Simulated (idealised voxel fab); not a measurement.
The following process module bears the name voxel ribs on slabs.
It is cross-section cut that appears here, measuring 155 nm in width, its square cells being 5 nm in size.
In what follows, cross-sections appear as grids of square cells, described through bands that run from the top down, where every band is one or more rows of cells. Top height, bottom height, nm. Materials left to right, width each, nm. Single material + "throughout" = fills band edge to edge. "air" = empty. Note: height 0 marks the level under which the wafer is uniformly one material as received. Lowest band unbounded below, written "0 nm and below". Width: "30 to 40" (first number = top row, second number = bottom row, same change from row to row of cells). Where a step carries "remained the same", the cross-section came out of it unchanged, cell for cell. In "Enclosed void listing" the enclosed voids are listed, meaning empty spaces of 8 cells or larger without any opening to the top. The form is width x height at distance, distance from the left edge, units nm. Heads up: the bit after the settings on a step's line is the simulator's remark on that step. "overlay nm" on a masked step: distance the mask lay right of its planned place, negative for left. Read the rest as pairs. Take the cross-section before one process step, then the cross-section after it, which shows only down to the lowest band that changed. Under the pair, find the step between them and its settings. Bear in mind that pairs may come from different runs of this module on the same starting wafer: link a pair to the pair above it only where its entry headed "State before step" says to.

STATE BEFORE STEP
	60 nm to 50 nm: 60 of air / 30 of aC / 65 of air
	50 nm to 45 nm: 45 of air / 65 of aC / 45 of air
	45 nm to 35 nm: 45 of air / 15 of aC / 30 of SiN / 20 of aC / 45 of air
	35 nm to 25 nm: SiN throughout
	25 nm to 0 nm: SiO2 throughout
	0 nm and below: Si throughout
	Enclosed void listing: none

SECTIONAL VIEW, POST-PROCESS
	60 nm to 50 nm: 60 of air / 30 of aC / 65 of air
	50 nm to 45 nm: 45 of air / 65 of aC / 45 of air
	45 nm to 35 nm: 45 of air / 15 of aC / 30 of SiN / 20 of aC / 45 of air
	35 nm to 25 nm: 45 of air / 65 of SiN / 45 of air
	Unchanged below 25.
	Enclosed void listing: none
Quick note on the step between the two cross-sections above: DIRECTIONAL_ETCH [etch materials SiN] [depth nm 10]

State before step: Reference is made to the cross-section shown after the step in the pair directly above, which represents the state prior to this step.

SECTIONAL VIEW, POST-PROCESS
	45 nm to 35 nm: 60 of air / 30 of SiN / 65 of air
	Unchanged below 35.
	Enclosed void listing: none
Quick note on the step between the two cross-sections above: STRIP [etch materials aC]

State before step: Reference is made to the cross-section shown after the step in the pair directly above, which represents the state prior to this step.

SECTIONAL VIEW, POST-PROCESS
	65 nm to 45 nm: SiO2 throughout
	45 nm to 35 nm: 60 of SiO2 / 30 of SiN / 65 of SiO2
	35 nm to 25 nm: 45 of SiO2 / 65 of SiN / 45 of SiO2
	Unchanged below 25.
	Enclosed void listing: none
Quick note on the step between the two cross-sections above: FILL_DEP [material SiO2] [thk nm 20]

State before step: Reference is made to the cross-section shown after the step in the pair directly above, which represents the state prior to this step.

SECTIONAL VIEW, POST-PROCESS
	55 nm to 45 nm: SiO2 throughout
	Unchanged below 45.
	Enclosed void listing: none
Quick note on the step between the two cross-sections above: CMP [height nm 55]

State before step: Reference is made to the cross-section shown after the step in the pair directly above, which represents the state prior to this step.

SECTIONAL VIEW, POST-PROCESS
	65 nm to 55 nm: TiN throughout
	Unchanged below 55.
	Enclosed void listing: none
Quick note on the step between the two cross-sections above: DIRECTIONAL_DEP [material TiN] [thk nm 10]

State before step: Reference is made to the cross-section shown after the step in the pair directly above, which represents the state prior to this step.

SECTIONAL VIEW, POST-PROCESS
	85 nm to 65 nm: 55 of air / 40 of resist / 60 of air
	Unchanged below 65.
	Enclosed void listing: none
Quick note on the step between the two cross-sections above: PATTERN [tone cover] [mask id HEATER] [material resist] [width nm 40] [thk nm 20] [overlay nm 0]

State before step: Reference is made to the cross-section shown after the step in the pair directly above, which represents the state prior to this step.

SECTIONAL VIEW, POST-PROCESS
	85 nm to 65 nm: 55 of air / 40 of resist / 60 of air
	65 nm to 55 nm: 55 of air / 40 of TiN / 60 of air
	Unchanged below 55.
	Enclosed void listing: none
Quick note on the step between the two cross-sections above: DIRECTIONAL_ETCH [etch materials TiN] [depth nm 10]

State before step: Reference is made to the cross-section shown after the step in the pair directly above, which represents the state prior to this step.

SECTIONAL VIEW, POST-PROCESS
	65 nm to 55 nm: 55 of air / 40 of TiN / 60 of air
	Unchanged below 55.
	Enclosed void listing: none
Quick note on the step between the two cross-sections above: STRIP [etch materials resist]

State before step: Reference is made to the cross-section shown after the step in the pair directly above, which represents the state prior to this step.

SECTIONAL VIEW, POST-PROCESS
	70 nm to 65 nm: 50 of air / 50 of SiN / 55 of air
	65 nm to 60 nm: 50 of air / 5 of SiN / 40 of TiN / 5 of SiN / 55 of air
	60 nm to 55 nm: 55 of SiN / 40 of TiN / 60 of SiN
	Unchanged below 55.
	Enclosed void listing: none
Quick note on the step between the two cross-sections above: CONFORMAL_DEP [material SiN] [thk nm 5]

STATE BEFORE STEP
	65 nm to 55 nm: TiN throughout
	55 nm to 45 nm: SiO2 throughout
	45 nm to 35 nm: 60 of SiO2 / 30 of SiN / 65 of SiO2
	35 nm to 25 nm: 45 of SiO2 / 60 of SiN / 50 of SiO2
	25 nm to 0 nm: SiO2 throughout
	0 nm and below: Si throughout
	Enclosed void listing: none

SECTIONAL VIEW, POST-PROCESS
	85 nm to 65 nm: 50 of air / 40 of resist / 65 of air
	Unchanged below 65.
	Enclosed void listing: none
Quick note on the step between the two cross-sections above: PATTERN [tone cover] [mask id HEATER] [material resist] [width nm 40] [thk nm 20] [overlay nm -5]

State before step: Reference is made to the cross-section shown after the step in the pair directly above, which represents the state prior to this step.

SECTIONAL VIEW, POST-PROCESS
	85 nm to 65 nm: 50 of air / 40 of resist / 65 of air
	65 nm to 55 nm: 50 of air / 40 of TiN / 65 of air
	Unchanged below 55.
	Enclosed void listing: none
Quick note on the step between the two cross-sections above: DIRECTIONAL_ETCH [etch materials TiN] [depth nm 10]

State before step: Reference is made to the cross-section shown after the step in the pair directly above, which represents the state prior to this step.

SECTIONAL VIEW, POST-PROCESS
	65 nm to 55 nm: 50 of air / 40 of TiN / 65 of air
	Unchanged below 55.
	Enclosed void listing: none
Quick note on the step between the two cross-sections above: STRIP [etch materials resist]

State before step: Reference is made to the cross-section shown after the step in the pair directly above, which represents the state prior to this step.

SECTIONAL VIEW, POST-PROCESS
	70 nm to 65 nm: 45 of air / 50 of SiN / 60 of air
	65 nm to 60 nm: 45 of air / 5 of SiN / 40 of TiN / 5 of SiN / 60 of air
	60 nm to 55 nm: 50 of SiN / 40 of TiN / 65 of SiN
	Unchanged below 55.
	Enclosed void listing: none
Quick note on the step between the two cross-sections above: CONFORMAL_DEP [material SiN] [thk nm 5]

STATE BEFORE STEP
	45 nm to 35 nm: 60 of air / 30 of SiN / 65 of air
	35 nm to 25 nm: SiN throughout
	25 nm to 0 nm: SiO2 throughout
	0 nm and below: Si throughout
	Enclosed void listing: none

SECTIONAL VIEW, POST-PROCESS
	60 nm to 50 nm: 60 of air / 30 of SiN / 65 of air
	50 nm to 25 nm: SiN throughout
	Unchanged below 25.
	Enclosed void listing: none
Quick note on the step between the two cross-sections above: DIRECTIONAL_DEP [material SiN] [thk nm 15]

State before step: Reference is made to the cross-section shown after the step in the pair directly above, which represents the state prior to this step.

SECTIONAL VIEW, POST-PROCESS
	90 nm to 60 nm: 45 of air / 60 of resist / 50 of air
	60 nm to 50 nm: 45 of air / 15 of resist / 30 of SiN / 15 of resist / 50 of air
	Unchanged below 50.
	Enclosed void listing: none
Quick note on the step between the two cross-sections above: PATTERN [tone cover] [mask id SLAB] [material resist] [width nm 60] [thk nm 30] [overlay nm 0]

State before step: Reference is made to the cross-section shown after the step in the pair directly above, which represents the state prior to this step.

SECTIONAL VIEW, POST-PROCESS
	75 nm to 60 nm: 45 of air / 60 of resist / 50 of air
	Unchanged below 60.
	Enclosed void listing: none
Quick note on the step between the two cross-sections above: DIRECTIONAL_ETCH [etch materials aC] [depth nm 15]

State before step: Reference is made to the cross-section shown after the step in the pair directly above, which represents the state prior to this step.

SECTIONAL VIEW, POST-PROCESS
	60 nm to 50 nm: 60 of air / 30 of SiN / 65 of air
	Unchanged below 50.
	Enclosed void listing: none
Quick note on the step between the two cross-sections above: STRIP [etch materials resist]

State before step: Reference is made to the cross-section shown after the step in the pair directly above, which represents the state prior to this step.

SECTIONAL VIEW, POST-PROCESS
	50 nm to 40 nm: 60 of air / 30 of SiN / 65 of air
	Unchanged below 40.
	Enclosed void listing: none
Quick note on the step between the two cross-sections above: DIRECTIONAL_ETCH [etch materials SiN] [depth nm 10]

State before step: Reference is made to the cross-section shown after the step in the pair directly above, which represents the state prior to this step.

SECTIONAL VIEW, POST-PROCESS
	70 nm to 50 nm: SiO2 throughout
	50 nm to 40 nm: 60 of SiO2 / 30 of SiN / 65 of SiO2
	Unchanged below 40.
	Enclosed void listing: none
Quick note on the step between the two cross-sections above: FILL_DEP [material SiO2] [thk nm 20]

State before step: Reference is made to the cross-section shown after the step in the pair directly above, which represents the state prior to this step.

SECTIONAL VIEW, POST-PROCESS
	55 nm to 50 nm: SiO2 throughout
	Unchanged below 50.
	Enclosed void listing: none
Quick note on the step between the two cross-sections above: CMP [height nm 55]

State before step: Reference is made to the cross-section shown after the step in the pair directly above, which represents the state prior to this step.

SECTIONAL VIEW, POST-PROCESS
	65 nm to 55 nm: TiN throughout
	Unchanged below 55.
	Enclosed void listing: none
Quick note on the step between the two cross-sections above: DIRECTIONAL_DEP [material TiN] [thk nm 10]

State before step: Reference is made to the cross-section shown after the step in the pair directly above, which represents the state prior to this step.

SECTIONAL VIEW, POST-PROCESS
	85 nm to 65 nm: 55 of air / 40 of resist / 60 of air
	Unchanged below 65.
	Enclosed void listing: none
Quick note on the step between the two cross-sections above: PATTERN [tone cover] [mask id HEATER] [material resist] [width nm 40] [thk nm 20] [overlay nm 0]

State before step: Reference is made to the cross-section shown after the step in the pair directly above, which represents the state prior to this step.

SECTIONAL VIEW, POST-PROCESS
	85 nm to 65 nm: 55 of air / 40 of resist / 60 of air
	65 nm to 55 nm: 55 of air / 40 of TiN / 60 of air
	Unchanged below 55.
	Enclosed void listing: none
Quick note on the step between the two cross-sections above: DIRECTIONAL_ETCH [etch materials TiN] [depth nm 10]

State before step: Reference is made to the cross-section shown after the step in the pair directly above, which represents the state prior to this step.

SECTIONAL VIEW, POST-PROCESS
	65 nm to 55 nm: 55 of air / 40 of TiN / 60 of air
	Unchanged below 55.
	Enclosed void listing: none
Quick note on the step between the two cross-sections above: STRIP [etch materials resist]

State before step: Reference is made to the cross-section shown after the step in the pair directly above, which represents the state prior to this step.

SECTIONAL VIEW, POST-PROCESS
	70 nm to 65 nm: 50 of air / 50 of SiN / 55 of air
	65 nm to 60 nm: 50 of air / 5 of SiN / 40 of TiN / 5 of SiN / 55 of air
	60 nm to 55 nm: 55 of SiN / 40 of TiN / 60 of SiN
	Unchanged below 55.
	Enclosed void listing: none
Quick note on the step between the two cross-sections above: CONFORMAL_DEP [material SiN] [thk nm 5]

STATE BEFORE STEP
	60 nm to 50 nm: 60 of air / 30 of aC / 65 of air
	50 nm to 45 nm: aC throughout
	45 nm to 35 nm: 60 of aC / 30 of SiN / 65 of aC
	35 nm to 25 nm: SiN throughout
	25 nm to 0 nm: SiO2 throughout
	0 nm and below: Si throughout
	Enclosed void listing: none

SECTIONAL VIEW, POST-PROCESS
	90 nm to 60 nm: 45 of resist / 60 of air / 50 of resist
	60 nm to 50 nm: 45 of resist / 15 of air / 30 of aC / 15 of air / 50 of resist
	Unchanged below 50.
	Enclosed void listing: none
Quick note on the step between the two cross-sections above: PATTERN [tone open] [mask id SLAB] [material resist] [width nm 60] [thk nm 30] [overlay nm 0]

State before step: Reference is made to the cross-section shown after the step in the pair directly above, which represents the state prior to this step.

SECTIONAL VIEW, POST-PROCESS
	75 nm to 50 nm: 45 of resist / 60 of air / 50 of resist
	50 nm to 45 nm: 45 of aC / 60 of air / 50 of aC
	45 nm to 35 nm: 45 of aC / 15 of air / 30 of SiN / 15 of air / 50 of aC
	Unchanged below 35.
	Enclosed void listing: none
Quick note on the step between the two cross-sections above: DIRECTIONAL_ETCH [etch materials aC] [depth nm 15]

State before step: Reference is made to the cross-section shown after the step in the pair directly above, which represents the state prior to this step.

SECTIONAL VIEW, POST-PROCESS
	50 nm to 45 nm: 45 of aC / 60 of air / 50 of aC
	Unchanged below 45.
	Enclosed void listing: none
Quick note on the step between the two cross-sections above: STRIP [etch materials resist]

State before step: Reference is made to the cross-section shown after the step in the pair directly above, which represents the state prior to this step.

SECTIONAL VIEW, POST-PROCESS
	50 nm to 35 nm: 45 of aC / 60 of air / 50 of aC
	35 nm to 25 nm: 45 of SiN / 15 of air / 30 of SiN / 15 of air / 50 of SiN
	Unchanged below 25.
	Enclosed void listing: none
Quick note on the step between the two cross-sections above: DIRECTIONAL_ETCH [etch materials SiN] [depth nm 10]

State before step: Reference is made to the cross-section shown after the step in the pair directly above, which represents the state prior to this step.

SECTIONAL VIEW, POST-PROCESS
	35 nm to 25 nm: 45 of SiN / 15 of air / 30 of SiN / 15 of air / 50 of SiN
	Unchanged below 25.
	Enclosed void listing: none
Quick note on the step between the two cross-sections above: STRIP [etch materials aC]

State before step: Reference is made to the cross-section shown after the step in the pair directly above, which represents the state prior to this step.

SECTIONAL VIEW, POST-PROCESS
	55 nm to 35 nm: SiO2 throughout
	35 nm to 25 nm: 45 of SiN / 15 of SiO2 / 30 of SiN / 15 of SiO2 / 50 of SiN
	Unchanged below 25.
	Enclosed void listing: none
Quick note on the step between the two cross-sections above: FILL_DEP [material SiO2] [thk nm 20]

State before step: Reference is made to the cross-section shown after the step in the pair directly above, which represents the state prior to this step.

SECTIONAL VIEW, POST-PROCESS
	65 nm to 55 nm: TiN throughout
	Unchanged below 55.
	Enclosed void listing: none
Quick note on the step between the two cross-sections above: DIRECTIONAL_DEP [material TiN] [thk nm 10]

State before step: Reference is made to the cross-section shown after the step in the pair directly above, which represents the state prior to this step.

SECTIONAL VIEW, POST-PROCESS
	85 nm to 65 nm: 55 of air / 40 of resist / 60 of air
	Unchanged below 65.
	Enclosed void listing: none
Quick note on the step between the two cross-sections above: PATTERN [tone cover] [mask id HEATER] [material resist] [width nm 40] [thk nm 20] [overlay nm 0]

State before step: Reference is made to the cross-section shown after the step in the pair directly above, which represents the state prior to this step.

SECTIONAL VIEW, POST-PROCESS
	85 nm to 65 nm: 55 of air / 40 of resist / 60 of air
	65 nm to 55 nm: 55 of air / 40 of TiN / 60 of air
	Unchanged below 55.
	Enclosed void listing: none
Quick note on the step between the two cross-sections above: DIRECTIONAL_ETCH [etch materials TiN] [depth nm 10]

State before step: Reference is made to the cross-section shown after the step in the pair directly above, which represents the state prior to this step.

SECTIONAL VIEW, POST-PROCESS
	65 nm to 55 nm: 55 of air / 40 of TiN / 60 of air
	Unchanged below 55.
	Enclosed void listing: none
Quick note on the step between the two cross-sections above: STRIP [etch materials resist]

State before step: Reference is made to the cross-section shown after the step in the pair directly above, which represents the state prior to this step.

SECTIONAL VIEW, POST-PROCESS
	70 nm to 65 nm: 50 of air / 50 of SiN / 55 of air
	65 nm to 60 nm: 50 of air / 5 of SiN / 40 of TiN / 5 of SiN / 55 of air
	60 nm to 55 nm: 55 of SiN / 40 of TiN / 60 of SiN
	Unchanged below 55.
	Enclosed void listing: none
Quick note on the step between the two cross-sections above: CONFORMAL_DEP [material SiN] [thk nm 5]
